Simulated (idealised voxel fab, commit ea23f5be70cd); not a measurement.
process module | voxel capacitor over wiring
cross-section cut | 255 nm wide | cells 5 nm
A cross-section is a grid of square cells, given in bands from the top down. A band is one or more rows of cells.
Each band's line starts with the height of the band's top and of its bottom, in nm. Then come its materials from left to right, each with its width in nm. One material with "throughout" fills the band from edge to edge. "air" is empty space.
Height 0 is the level under which the wafer as received is all one material. The lowest band goes on downwards, as in "0 down".
A width such as "30 to 40" changes by the same amount from each row of cells to the next, from the band's top row to its bottom row.
"no change" after a step means that no cell of the cross-section changed.
closed voids: empty space of 8 cells or more with no open way to the top, each as width x height at its distance from the left edge, in nm
after a step's settings: what the simulator itself notes on the step
overlay nm, on a step with a mask: how far to the right of its planned place the mask lay; to the left if negative
plan
1 op RECEIVE | material Si
2 op CONFORMAL_DEP | material SiO2 | thk nm 15
3 op CONFORMAL_DEP | material SiN | thk nm 5
4 op DIRECTIONAL_DEP | material lowk | thk nm 25
5 op DIRECTIONAL_DEP | material aC | thk nm 10
6 op PATTERN | tone open | mask id METAL_1 | material resist | width nm 25 | pitch nm 95 | thk nm 25 | overlay nm 0
7 op DIRECTIONAL_ETCH | etch materials aC | depth nm 10
8 op STRIP | etch materials resist
9 op DIRECTIONAL_ETCH | etch materials lowk | depth nm 25
10 op DIRECTIONAL_ETCH | etch materials SiN | depth nm 5
11 op STRIP | etch materials aC
12 op CONFORMAL_DEP | material TiN | thk nm 5
13 op FILL_DEP | material Cu | thk nm 10
14 op CMP | height nm 45
15 op CONFORMAL_DEP | material SiCN | thk nm 5
16 op DIRECTIONAL_DEP | material SiO2 | thk nm 10
17 op PATTERN | tone open | mask id PLUG_1 | material resist | width nm 15 | thk nm 15 | overlay nm 0
18 op DIRECTIONAL_ETCH | etch materials SiO2 | depth nm 10
19 op DIRECTIONAL_ETCH | etch materials SiCN | depth nm 5
20 op STRIP | etch materials resist
21 op CONFORMAL_DEP | material TiN | thk nm 5
22 op FILL_DEP | material W | thk nm 10
23 op CMP | height nm 60
24 op DIRECTIONAL_DEP | material TiN | thk nm 10
25 op DIRECTIONAL_DEP | material SiN | thk nm 5
26 op DIRECTIONAL_DEP | material TiN | thk nm 10
27 op DIRECTIONAL_DEP | material aC | thk nm 10
28 op PATTERN | tone cover | mask id UPPER_PLATE | material resist | width nm 75 | thk nm 25 | overlay nm 0
29 op DIRECTIONAL_ETCH | etch materials aC | depth nm 10
30 op STRIP | etch materials resist
31 op DIRECTIONAL_ETCH | etch materials TiN | depth nm 10
32 op DIRECTIONAL_ETCH | etch materials SiN | depth nm 5
33 op STRIP | etch materials aC
34 op DIRECTIONAL_DEP | material aC | thk nm 15
35 op PATTERN | tone cover | mask id LOWER_PLATE | material resist | width nm 85 | thk nm 30 | overlay nm 0
36 op DIRECTIONAL_ETCH | etch materials aC | depth nm 15
37 op STRIP | etch materials resist
38 op DIRECTIONAL_ETCH | etch materials TiN | depth nm 10
39 op STRIP | etch materials aC
40 op FILL_DEP | material SiO2 | thk nm 15
41 op CMP | height nm 95
42 op DIRECTIONAL_DEP | material aC | thk nm 10
43 op PATTERN | tone open | mask id PLUG_2 | material resist | width nm 15 | thk nm 25 | overlay nm 0
44 op DIRECTIONAL_ETCH | etch materials aC | depth nm 10
45 op STRIP | etch materials resist
46 op DIRECTIONAL_ETCH | etch materials SiO2 | depth nm 10
47 op STRIP | etch materials aC
48 op CONFORMAL_DEP | material TiN | thk nm 5
49 op FILL_DEP | material Cu | thk nm 5
50 op CMP | height nm 95
51 op CONFORMAL_DEP | material SiN | thk nm 5
first wafer, as planned
as received, after step 1
  0 down: Si throughout
  closed voids: none
after step 2
  15 to 0: SiO2 throughout
  below 0: unchanged
after step 3
  20 to 15: SiN throughout
  below 15: unchanged
after step 4
  45 to 20: lowk throughout
  below 20: unchanged
after step 5
  55 to 45: aC throughout
  below 45: unchanged
after step 6
  80 to 55: resist 65 | air 25 | resist 70 | air 25 | resist 70
  below 55: unchanged
after step 7
  70 to 55: resist 65 | air 25 | resist 70 | air 25 | resist 70
  55 to 45: aC 65 | air 25 | aC 70 | air 25 | aC 70
  below 45: unchanged
after step 8
  55 to 45: aC 65 | air 25 | aC 70 | air 25 | aC 70
  below 45: unchanged
after step 9
  55 to 45: aC 65 | air 25 | aC 70 | air 25 | aC 70
  45 to 20: lowk 65 | air 25 | lowk 70 | air 25 | lowk 70
  below 20: unchanged
after step 10
  55 to 45: aC 65 | air 25 | aC 70 | air 25 | aC 70
  45 to 20: lowk 65 | air 25 | lowk 70 | air 25 | lowk 70
  20 to 15: SiN 65 | air 25 | SiN 70 | air 25 | SiN 70
  below 15: unchanged
after step 11
  45 to 20: lowk 65 | air 25 | lowk 70 | air 25 | lowk 70
  below 20: unchanged
after step 12
  50 to 45: TiN 70 | air 15 | TiN 80 | air 15 | TiN 75
  45 to 20: lowk 65 | TiN 5 | air 15 | TiN 5 | lowk 70 | TiN 5 | air 15 | TiN 5 | lowk 70
  20 to 15: SiN 65 | TiN 25 | SiN 70 | TiN 25 | SiN 70
  below 15: unchanged
after step 13
  60 to 50: Cu throughout
  50 to 45: TiN 70 | Cu 15 | TiN 80 | Cu 15 | TiN 75
  45 to 20: lowk 65 | TiN 5 | Cu 15 | TiN 5 | lowk 70 | TiN 5 | Cu 15 | TiN 5 | lowk 70
  below 20: unchanged
after step 14
  45 to 20: lowk 65 | TiN 5 | Cu 15 | TiN 5 | lowk 70 | TiN 5 | Cu 15 | TiN 5 | lowk 70
  below 20: unchanged
after step 15
  50 to 45: SiCN throughout
  below 45: unchanged
after step 16
  60 to 50: SiO2 throughout
  below 50: unchanged
after step 17
  75 to 60: resist 75 | air 15 | resist 165
  below 60: unchanged
after step 18
  75 to 60: resist 75 | air 15 | resist 165
  60 to 50: SiO2 75 | air 15 | SiO2 165
  below 50: unchanged
after step 19
  75 to 60: resist 75 | air 15 | resist 165
  60 to 50: SiO2 75 | air 15 | SiO2 165
  50 to 45: SiCN 75 | air 15 | SiCN 165
  below 45: unchanged
after step 20
  60 to 50: SiO2 75 | air 15 | SiO2 165
  below 50: unchanged
after step 21
  65 to 60: TiN 80 | air 5 | TiN 170
  60 to 50: SiO2 75 | TiN 5 | air 5 | TiN 5 | SiO2 165
  50 to 45: SiCN 75 | TiN 15 | SiCN 165
  below 45: unchanged
after step 22
  75 to 65: W throughout
  65 to 60: TiN 80 | W 5 | TiN 170
  60 to 50: SiO2 75 | TiN 5 | W 5 | TiN 5 | SiO2 165
  below 50: unchanged
after step 23
  60 to 50: SiO2 75 | TiN 5 | W 5 | TiN 5 | SiO2 165
  below 50: unchanged
after step 24
  70 to 60: TiN throughout
  below 60: unchanged
after step 25
  75 to 70: SiN throughout
  below 70: unchanged
after step 26
  85 to 75: TiN throughout
  below 75: unchanged
after step 27
  95 to 85: aC throughout
  below 85: unchanged
after step 28
  120 to 95: air 75 | resist 75 | air 105
  below 95: unchanged
after step 29
  110 to 95: air 75 | resist 75 | air 105
  95 to 85: air 75 | aC 75 | air 105
  below 85: unchanged
after step 30
  95 to 85: air 75 | aC 75 | air 105
  below 85: unchanged
after step 31
  95 to 85: air 75 | aC 75 | air 105
  85 to 75: air 75 | TiN 75 | air 105
  below 75: unchanged
after step 32
  95 to 85: air 75 | aC 75 | air 105
  85 to 75: air 75 | TiN 75 | air 105
  75 to 70: air 75 | SiN 75 | air 105
  below 70: unchanged
after step 33
  85 to 75: air 75 | TiN 75 | air 105
  below 75: unchanged
after step 34
  100 to 85: air 75 | aC 75 | air 105
  85 to 75: aC 75 | TiN 75 | aC 105
  75 to 70: aC 75 | SiN 75 | aC 105
  below 70: unchanged
after step 35
  130 to 100: air 70 | resist 85 | air 100
  100 to 85: air 70 | resist 5 | aC 75 | resist 5 | air 100
  below 85: unchanged
after step 36
  115 to 100: air 70 | resist 85 | air 100
  100 to 85: air 70 | resist 5 | aC 75 | resist 5 | air 100
  85 to 75: air 70 | aC 5 | TiN 75 | aC 5 | air 100
  75 to 70: air 70 | aC 5 | SiN 75 | aC 5 | air 100
  below 70: unchanged
after step 37
  100 to 85: air 75 | aC 75 | air 105
  below 85: unchanged
after step 38
  100 to 85: air 75 | aC 75 | air 105
  85 to 75: air 70 | aC 5 | TiN 75 | aC 5 | air 100
  75 to 70: air 70 | aC 5 | SiN 75 | aC 5 | air 100
  70 to 60: air 70 | TiN 85 | air 100
  below 60: unchanged
after step 39
  85 to 75: air 75 | TiN 75 | air 105
  75 to 70: air 75 | SiN 75 | air 105
  below 70: unchanged
after step 40
  100 to 85: SiO2 throughout
  85 to 75: SiO2 75 | TiN 75 | SiO2 105
  75 to 70: SiO2 75 | SiN 75 | SiO2 105
  70 to 60: SiO2 70 | TiN 85 | SiO2 100
  below 60: unchanged
after step 41
  95 to 85: SiO2 throughout
  below 85: unchanged
after step 42
  105 to 95: aC throughout
  below 95: unchanged
after step 43
  130 to 105: resist 85 | air 15 | resist 155
  below 105: unchanged
after step 44
  120 to 105: resist 85 | air 15 | resist 155
  105 to 95: aC 85 | air 15 | aC 155
  below 95: unchanged
after step 45
  105 to 95: aC 85 | air 15 | aC 155
  below 95: unchanged
after step 46
  105 to 95: aC 85 | air 15 | aC 155
  95 to 85: SiO2 85 | air 15 | SiO2 155
  below 85: unchanged
after step 47
  95 to 85: SiO2 85 | air 15 | SiO2 155
  below 85: unchanged
after step 48
  100 to 95: TiN 90 | air 5 | TiN 160
  95 to 90: SiO2 85 | TiN 5 | air 5 | TiN 5 | SiO2 155
  90 to 85: SiO2 85 | TiN 15 | SiO2 155
  below 85: unchanged
after step 49
  105 to 100: Cu throughout
  100 to 95: TiN 90 | Cu 5 | TiN 160
  95 to 90: SiO2 85 | TiN 5 | Cu 5 | TiN 5 | SiO2 155
  below 90: unchanged
after step 50
  95 to 90: SiO2 85 | TiN 5 | Cu 5 | TiN 5 | SiO2 155
  below 90: unchanged
after step 51
  100 to 95: SiN throughout
  below 95: unchanged
second wafer: like start, like plan, one mistake. Through step 24 it matches the first wafer
when step 25 should have ended: no change
when step 26 should have ended
  80 to 60: TiN throughout
  below 60: unchanged
when step 27 should have ended
  90 to 80: aC throughout
  below 80: unchanged
when step 28 should have ended
  115 to 90: air 75 | resist 75 | air 105
  below 90: unchanged
when step 29 should have ended
  105 to 90: air 75 | resist 75 | air 105
  90 to 80: air 75 | aC 75 | air 105
  below 80: unchanged
when step 30 should have ended
  90 to 80: air 75 | aC 75 | air 105
  below 80: unchanged
when step 31 should have ended
  90 to 80: air 75 | aC 75 | air 105
  80 to 70: air 75 | TiN 75 | air 105
  below 70: unchanged
when step 32 should have ended: no change
when step 33 should have ended
  80 to 70: air 75 | TiN 75 | air 105
  below 70: unchanged
when step 34 should have ended
  95 to 85: air 75 | aC 75 | air 105
  85 to 80: aC throughout
  80 to 70: aC 75 | TiN 75 | aC 105
  below 70: unchanged
when step 35 should have ended
  125 to 95: air 70 | resist 85 | air 100
  95 to 85: air 70 | resist 5 | aC 75 | resist 5 | air 100
  below 85: unchanged
when step 36 should have ended
  110 to 95: air 70 | resist 85 | air 100
  95 to 85: air 70 | resist 5 | aC 75 | resist 5 | air 100
  85 to 80: air 70 | aC 85 | air 100
  80 to 70: air 70 | aC 5 | TiN 75 | aC 5 | air 100
  below 70: unchanged
when step 37 should have ended
  95 to 85: air 75 | aC 75 | air 105
  below 85: unchanged
when step 38 should have ended
  95 to 85: air 75 | aC 75 | air 105
  85 to 80: air 70 | aC 85 | air 100
  80 to 70: air 70 | aC 5 | TiN 75 | aC 5 | air 100
  70 to 60: air 70 | TiN 85 | air 100
  below 60: unchanged
when step 39 should have ended
  80 to 70: air 75 | TiN 75 | air 105
  below 70: unchanged
when step 40 should have ended
  95 to 80: SiO2 throughout
  80 to 70: SiO2 75 | TiN 75 | SiO2 105
  70 to 60: SiO2 70 | TiN 85 | SiO2 100
  below 60: unchanged
when step 41 should have ended: no change
when step 42 should have ended
  105 to 95: aC throughout
  below 95: unchanged
when step 43 should have ended
  130 to 105: resist 85 | air 15 | resist 155
  below 105: unchanged
when step 44 should have ended
  120 to 105: resist 85 | air 15 | resist 155
  105 to 95: aC 85 | air 15 | aC 155
  below 95: unchanged
when step 45 should have ended
  105 to 95: aC 85 | air 15 | aC 155
  below 95: unchanged
when step 46 should have ended
  105 to 95: aC 85 | air 15 | aC 155
  95 to 85: SiO2 85 | air 15 | SiO2 155
  below 85: unchanged
when step 47 should have ended
  95 to 85: SiO2 85 | air 15 | SiO2 155
  below 85: unchanged
when step 48 should have ended
  100 to 95: TiN 90 | air 5 | TiN 160
  95 to 90: SiO2 85 | TiN 5 | air 5 | TiN 5 | SiO2 155
  90 to 85: SiO2 85 | TiN 15 | SiO2 155
  below 85: unchanged
when step 49 should have ended
  105 to 100: Cu throughout
  100 to 95: TiN 90 | Cu 5 | TiN 160
  95 to 90: SiO2 85 | TiN 5 | Cu 5 | TiN 5 | SiO2 155
  below 90: unchanged
when step 50 should have ended
  95 to 90: SiO2 85 | TiN 5 | Cu 5 | TiN 5 | SiO2 155
  below 90: unchanged
when step 51 should have ended
  100 to 95: SiN throughout
  below 95: unchanged
what went wrong: step 25 was left out
at the end the second wafer has, in cells: 15 fewer of SiN | 15 more of SiO2
